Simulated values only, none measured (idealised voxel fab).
The following process module bears the name voxel wiring stack.
For reference, the cross-section in this document is cut, with width 165 nm and square cells of 5 nm.
A cross-section is a grid of square cells, given in bands from the top down. A band is one or more rows of cells. Read a band's entry like this: the first values are the height of its top and the height of its bottom in nm, and what follows is the sequence of materials from left to right, each with its width in nm. Note that "blank" is empty space, and that a single material marked "full width" reaches across the band from edge to edge. Beneath 0, the wafer as received is one material, and that level is where height counting begins. The lowest band goes on downward without a bottom; it is written like "0 down". The width entry "30..40" should be interpreted row by row: the top row of cells in the band takes the first number, the bottom row takes the second number, and the change between adjacent rows is uniform throughout. "nothing altered" for a step: no cell of the cross-section changed in that step. "Fully closed voids" means: voids of 8 cells or more that are shut off from the top with no open way through. Written width x height at distance, distance from the left edge, in nm. Heads up: the bit after the settings on a step's line is the simulator's remark on that step. The line of a step may include "overlay nm". On a step with a mask, this value is how far to the right of its planned place the mask lay. A negative value means the mask lay to the left.
Set out below are the planned steps of the process
1) RECEIVE: material Si
2) CONFORMAL_DEP: material SiO2, thk nm 10
3) DIRECTIONAL_DEP: material TiN, thk nm 5
4) DIRECTIONAL_DEP: material W, thk nm 25
5) PATTERN: tone cover, mask id METAL_1, material resist, width nm 20, pitch nm 40, thk nm 15, overlay nm 0
6) DIRECTIONAL_ETCH: etch materials W, depth nm 25
7) DIRECTIONAL_ETCH: etch materials TiN, depth nm 5
8) STRIP: etch materials resist
9) CONFORMAL_DEP: material SiCN, thk nm 5
10) FILL_DEP: material lowk, thk nm 10
11) CMP: height nm 40
12) CONFORMAL_DEP: material SiCN, thk nm 5
13) DIRECTIONAL_DEP: material SiO2, thk nm 20
14) DIRECTIONAL_DEP: material aC, thk nm 10
15) PATTERN: tone open, mask id PLUG_1, material resist, width nm 15, pitch nm 40, thk nm 25, overlay nm 0
16) DIRECTIONAL_ETCH: etch materials aC, depth nm 10
17) STRIP: etch materials resist
18) DIRECTIONAL_ETCH: etch materials SiO2, depth nm 20
19) DIRECTIONAL_ETCH: etch materials SiCN, depth nm 5
20) STRIP: etch materials aC
21) CONFORMAL_DEP: material TiN, thk nm 5
22) FILL_DEP: material Cu, thk nm 10
23) CMP: height nm 65
24) DIRECTIONAL_DEP: material TiN, thk nm 5
25) DIRECTIONAL_DEP: material Ru, thk nm 15
26) PATTERN: tone cover, mask id METAL_2, material resist, width nm 20, pitch nm 40, thk nm 20, overlay nm 0
27) DIRECTIONAL_ETCH: etch materials Ru, depth nm 15
28) DIRECTIONAL_ETCH: etch materials TiN, depth nm 5
29) STRIP: etch materials resist
30) FILL_DEP: material lowk, thk nm 10
31) CMP: height nm 85
32) CONFORMAL_DEP: material SiCN, thk nm 5
33) DIRECTIONAL_DEP: material lowk, thk nm 20
34) PATTERN: tone open, mask id PLUG_2, material resist, width nm 15, pitch nm 40, thk nm 15, overlay nm 0
35) DIRECTIONAL_ETCH: etch materials lowk, depth nm 20
36) DIRECTIONAL_ETCH: etch materials SiCN, depth nm 5
37) STRIP: etch materials resist
38) EPI: material Ru, thk nm 10
39) EPI: material Ru, thk nm 10
40) EPI: material Ru, thk nm 5
41) DIRECTIONAL_DEP: material TiN, thk nm 5
42) DIRECTIONAL_DEP: material Ru, thk nm 15
43) DIRECTIONAL_DEP: material aC, thk nm 10
44) PATTERN: tone cover, mask id METAL_3, material resist, width nm 20, pitch nm 40, thk nm 25, overlay nm 0
45) DIRECTIONAL_ETCH: etch materials aC, depth nm 10
46) STRIP: etch materials resist
47) DIRECTIONAL_ETCH: etch materials Ru, depth nm 15
48) DIRECTIONAL_ETCH: etch materials TiN, depth nm 5
49) STRIP: etch materials aC
50) CONFORMAL_DEP: material SiN, thk nm 5
51) FILL_DEP: material SiO2, thk nm 10
52) CMP: height nm 130
53) CONFORMAL_DEP: material SiCN, thk nm 5
54) DIRECTIONAL_DEP: material lowk, thk nm 20
55) MASKED_ETCH: tone open, mask id PLUG_3, width nm 15, pitch nm 40, etch materials lowk, depth nm 20, overlay nm 0
56) MASKED_ETCH: tone open, mask id PLUG_3, width nm 15, pitch nm 40, etch materials SiCN, depth nm 5, overlay nm 0
57) EPI: material Ru, thk nm 10
58) EPI: material Ru, thk nm 10
59) EPI: material Ru, thk nm 5
60) DIRECTIONAL_DEP: material TiN, thk nm 5
61) DIRECTIONAL_DEP: material W, thk nm 15
62) MASKED_ETCH: tone cover, mask id METAL_4, width nm 20, pitch nm 40, etch materials W, depth nm 15, overlay nm 0
63) MASKED_ETCH: tone cover, mask id METAL_4, width nm 20, pitch nm 40, etch materials TiN, depth nm 5, overlay nm 0
64) FILL_DEP: material SiO2, thk nm 10
65) CMP: height nm 175
66) CONFORMAL_DEP: material SiCN, thk nm 5
Here's what the wafer looked like in cross-section when it arrived - that's after step 1
* 0 down: Si full width
* Fully closed voids: none
Cross-sectional image of the first of two wafers at the end of the module, the run having proceeded as planned
* 180 to 175: SiCN full width
* 175 to 160: 30 SiO2; 20 W; 20 SiO2; 20 W; 20 SiO2; 20 W; 35 SiO2
* 160 to 155: 30 SiO2; 20 TiN; 20 SiO2; 20 TiN; 20 SiO2; 20 TiN; 35 SiO2
* 155 to 135: 30 lowk; 15 Ru; 25 lowk; 15 Ru; 25 lowk; 15 Ru; 40 lowk
* 135 to 130: 30 SiCN; 15 Ru; 25 SiCN; 15 Ru; 25 SiCN; 15 Ru; 40 SiCN
* 130 to 115: 25 SiO2; 5 SiN; 20 Ru; 5 SiN; 10 SiO2; 5 SiN; 20 Ru; 5 SiN; 10 SiO2; 5 SiN; 20 Ru; 5 SiN; 30 SiO2
* 115 to 110: 30 SiN; 20 TiN; 20 SiN; 20 TiN; 20 SiN; 20 TiN; 35 SiN
* 110 to 90: 30 lowk; 15 Ru; 25 lowk; 15 Ru; 25 lowk; 15 Ru; 40 lowk
* 90 to 85: 30 SiCN; 15 Ru; 25 SiCN; 15 Ru; 25 SiCN; 15 Ru; 40 SiCN
* 85 to 70: 30 lowk; 20 Ru; 20 lowk; 20 Ru; 20 lowk; 20 Ru; 35 lowk
* 70 to 65: 30 lowk; 20 TiN; 20 lowk; 20 TiN; 20 lowk; 20 TiN; 35 lowk
* 65 to 45: 30 SiO2; 5 TiN; 5 Cu; 5 TiN; 25 SiO2; 5 TiN; 5 Cu; 5 TiN; 25 SiO2; 5 TiN; 5 Cu; 5 TiN; 40 SiO2
* 45 to 40: 30 SiCN; 15 TiN; 25 SiCN; 15 TiN; 25 SiCN; 15 TiN; 40 SiCN
* 40 to 15: 25 lowk; 5 SiCN; 20 W; 5 SiCN; 10 lowk; 5 SiCN; 20 W; 5 SiCN; 10 lowk; 5 SiCN; 20 W; 5 SiCN; 30 lowk
* 15 to 10: 30 SiCN; 20 TiN; 20 SiCN; 20 TiN; 20 SiCN; 20 TiN; 35 SiCN
* 10 to 0: SiO2 full width
* 0 down: Si full width
* Fully closed voids: none
End of module, second wafer, cross-section. Started like the first, planned like the first, run with one mistake
* 180 to 175: aC full width
* 175 to 160: 30 SiO2; 20 W; 20 SiO2; 20 W; 20 SiO2; 20 W; 35 SiO2
* 160 to 155: 30 SiO2; 20 TiN; 20 SiO2; 20 TiN; 20 SiO2; 20 TiN; 35 SiO2
* 155 to 135: 30 lowk; 15 Ru; 25 lowk; 15 Ru; 25 lowk; 15 Ru; 40 lowk
* 135 to 130: 30 SiCN; 15 Ru; 25 SiCN; 15 Ru; 25 SiCN; 15 Ru; 40 SiCN
* 130 to 115: 25 SiO2; 5 SiN; 20 Ru; 5 SiN; 10 SiO2; 5 SiN; 20 Ru; 5 SiN; 10 SiO2; 5 SiN; 20 Ru; 5 SiN; 30 SiO2
* 115 to 110: 30 SiN; 20 TiN; 20 SiN; 20 TiN; 20 SiN; 20 TiN; 35 SiN
* 110 to 90: 30 lowk; 15 Ru; 25 lowk; 15 Ru; 25 lowk; 15 Ru; 40 lowk
* 90 to 85: 30 SiCN; 15 Ru; 25 SiCN; 15 Ru; 25 SiCN; 15 Ru; 40 SiCN
* 85 to 70: 30 lowk; 20 Ru; 20 lowk; 20 Ru; 20 lowk; 20 Ru; 35 lowk
* 70 to 65: 30 lowk; 20 TiN; 20 lowk; 20 TiN; 20 lowk; 20 TiN; 35 lowk
* 65 to 45: 30 SiO2; 5 TiN; 5 Cu; 5 TiN; 25 SiO2; 5 TiN; 5 Cu; 5 TiN; 25 SiO2; 5 TiN; 5 Cu; 5 TiN; 40 SiO2
* 45 to 40: 30 SiCN; 15 TiN; 25 SiCN; 15 TiN; 25 SiCN; 15 TiN; 40 SiCN
* 40 to 15: 25 lowk; 5 SiCN; 20 W; 5 SiCN; 10 lowk; 5 SiCN; 20 W; 5 SiCN; 10 lowk; 5 SiCN; 20 W; 5 SiCN; 30 lowk
* 15 to 10: 30 SiCN; 20 TiN; 20 SiCN; 20 TiN; 20 SiCN; 20 TiN; 35 SiCN
* 10 to 0: SiO2 full width
* 0 down: Si full width
* Fully closed voids: none
Where did the run depart from the plan? step 66 ran differently from the plan; actual operation with settings: CONFORMAL_DEP: material aC, thk nm 5
At the finish, the second wafer shows more or fewer cells for some materials than the first does: -33 SiCN; +33 aC
